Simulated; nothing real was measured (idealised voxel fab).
Title: Process Module voxel trench capacitor
230 nm wide, 5 nm square cells: that's cross-section cut.
When this document writes out a cross-section, it uses a grid of square cells and lists it as bands, beginning at the top and moving down, with a band standing for one or more rows of cells.
Look at the band entry: it leads with the top's height and the bottom's height in nm. Then it lists the materials left to right, with a width in nm for each. The word "all across" on a single material says that material fills the band edge to edge. The word "empty" is empty space.
Basically, 0 is our baseline, since under it the wafer straight out of the box is all one material. The bottom band has no lower end and keeps on going down, so it looks like "top 0, no bottom".
Quick explanation for "30 to 40": the width changes in equal steps down the rows of cells, from the first number in the band's top row to the second number in its bottom row.
What does "nothing altered" mean for a step? It means no cell of the cross-section changed in that step.
Look at "Closed void list" for the closed voids: empty spaces with no open path to the top, sized 8 cells or up. Each is width x height at distance, distance from the left edge, all nm.
On each step's line, the part that comes after the settings is the simulator's own comment on the step.
overlay nm: where the mask lay relative to plan, measured to the right, on steps with a mask; negatives go left.

BELOW IS THE LIST OF PLANNED PROCESS STEPS
1) RECEIVE, material Si
2) CONFORMAL_DEP, material SiN, thk nm 5
3) MASKED_ETCH, tone open, mask id TRENCH, width nm 15, pitch nm 30, etch materials SiN, depth nm 5, overlay nm 0
4) MASKED_ETCH, tone open, mask id TRENCH, width nm 15, pitch nm 30, etch materials Si, depth nm 35, overlay nm 0
5) CONFORMAL_DEP, material Al2O3, thk nm 5
6) FILL_DEP, material polySi, thk nm 5
7) CMP, height nm 5

STEP 1 COMPLETE: CROSS-SECTION OF THE WAFER AS RECEIVED
- top 0, no bottom  Si all across
- Closed void list: none

FIRST OF TWO WAFERS: CROSS-SECTION AT END OF MODULE, RUN PER PLAN
- top 5, bottom 0  60 of SiN / 5 of Al2O3 / 5 of polySi / 5 of Al2O3 / 15 of SiN / 5 of Al2O3 / 5 of polySi / 5 of Al2O3 / 15 of SiN / 5 of Al2O3 / 5 of polySi / 5 of Al2O3 / 15 of SiN / 5 of Al2O3 / 5 of polySi / 5 of Al2O3 / 65 of SiN
- top 0, bottom -30  60 of Si / 5 of Al2O3 / 5 of polySi / 5 of Al2O3 / 15 of Si / 5 of Al2O3 / 5 of polySi / 5 of Al2O3 / 15 of Si / 5 of Al2O3 / 5 of polySi / 5 of Al2O3 / 15 of Si / 5 of Al2O3 / 5 of polySi / 5 of Al2O3 / 65 of Si
- top -30, bottom -35  60 of Si / 15 of Al2O3 / 15 of Si / 15 of Al2O3 / 15 of Si / 15 of Al2O3 / 15 of Si / 15 of Al2O3 / 65 of Si
- top -35, no bottom  Si all across
- Closed void list: none

NOW THE SECOND WAFER, CROSS-SECTIONED AT THE END OF THE MODULE. NOTHING DIFFERENT AT THE START, NOTHING DIFFERENT IN THE PLAN COMPARED WITH THE FIRST, JUST ONE MISTAKE WHEN IT WAS ACTUALLY RUN
- top 5, bottom 0  65 of Al2O3 / 5 of polySi / 25 of Al2O3 / 5 of polySi / 25 of Al2O3 / 5 of polySi / 25 of Al2O3 / 5 of polySi / 70 of Al2O3
- top 0, bottom -30  60 of Si / 5 of Al2O3 / 5 of polySi / 5 of Al2O3 / 15 of Si / 5 of Al2O3 / 5 of polySi / 5 of Al2O3 / 15 of Si / 5 of Al2O3 / 5 of polySi / 5 of Al2O3 / 15 of Si / 5 of Al2O3 / 5 of polySi / 5 of Al2O3 / 65 of Si
- top -30, bottom -35  60 of Si / 15 of Al2O3 / 15 of Si / 15 of Al2O3 / 15 of Si / 15 of Al2O3 / 15 of Si / 15 of Al2O3 / 65 of Si
- top -35, no bottom  Si all across
- Closed void list: none
What broke from the plan during processing? step 2 of the plan: omitted, not performed
End check, counted in cells, second wafer has more or fewer of these materials than the first: +34 Al2O3, -34 SiN
